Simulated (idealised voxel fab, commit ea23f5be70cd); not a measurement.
process module | voxel self aligned vias
The width of the displayed cross-section, cut, is 190 nm; its cells are square, with a size of 5 nm.
If you're reading a cross-section in this doc, picture square cells in a grid; it comes to you as bands, top ones listed first down to the bottom, and a band can be one or more rows of cells. Heights first: top, then bottom, in nm. Then materials, left to right, each with a width in nm. "throughout" on a single material: fills the band edge to edge. "empty": empty space. Height is counted from the level 0, under which the received wafer is composed throughout of one material. The lowest of the bands is not closed at the bottom but continues downward, in the notation "0 and below". Per-row width for "30->40": begins at first number (top row of band), ends at second number (bottom row), increment between rows held constant. Reading "no alterations made" for a step: not a cell of the cross-section changed in it. The label "Sealed internal voids" introduces a list of the empty spaces, 8 cells or larger, that have no open way up to the top; each entry in it reads width x height at distance, where the distance is taken from the left edge and all three are stated in nm. The remark found on a step's line after its settings is issued by the simulator itself and pertains to that step. For masked steps, "overlay nm" on the step line gives how far right of plan the mask actually lay; a minus sign means it lay to the left.
Below is the list of planned process steps
1 op RECEIVE | material Si
2 op CONFORMAL_DEP | material SiO2 | thk nm 10
3 op CONFORMAL_DEP | material SiCN | thk nm 5
4 op DIRECTIONAL_DEP | material lowk | thk nm 20
5 op PATTERN | tone open | mask id LINES | material resist | width nm 20 | pitch nm 55 | thk nm 20 | overlay nm 0
6 op DIRECTIONAL_ETCH | etch materials lowk | depth nm 20
7 op STRIP | etch materials resist
8 op CONFORMAL_DEP | material TiN | thk nm 5
9 op FILL_DEP | material W | thk nm 10
10 op CMP | height nm 35
11 op SELECTIVE_ETCH | etch materials W Ru TiN | depth nm 10
12 op FILL_DEP | material SiN | thk nm 10
13 op CMP | height nm 35
14 op DIRECTIONAL_DEP | material lowk | thk nm 15
15 op DIRECTIONAL_DEP | material aC | thk nm 15
16 op PATTERN | tone open | mask id VIAS | material resist | width nm 30 | pitch nm 55 | thk nm 30 | overlay nm 0
17 op DIRECTIONAL_ETCH | etch materials aC | depth nm 15
18 op STRIP | etch materials resist
19 op DIRECTIONAL_ETCH | etch materials lowk | depth nm 15
20 op DIRECTIONAL_ETCH | etch materials SiN | depth nm 10
21 op STRIP | etch materials aC
22 op CONFORMAL_DEP | material TiN | thk nm 5
23 op FILL_DEP | material W | thk nm 10
24 op CMP | height nm 50
25 op CONFORMAL_DEP | material SiCN | thk nm 5
As received, after step 1
	0 and below: Si throughout
	Sealed internal voids: none
A wafer at the end: this start, this plan, one mistake
	55 down to 50: SiCN throughout
	50 down to 40: lowk: 25, TiN: 5, W: 20, TiN: 5, lowk: 25, TiN: 5, W: 20, TiN: 5, lowk: 25, TiN: 5, W: 20, TiN: 5, lowk: 25
	40 down to 35: lowk: 25, TiN: 30, lowk: 25, TiN: 30, lowk: 25, TiN: 30, lowk: 25
	35 down to 30: SiCN throughout
	30 down to 10: lowk throughout
	10 down to 0: SiO2 throughout
	0 and below: Si throughout
	Sealed internal voids: none
What was the processing mistake? steps 3 and 4 swapped
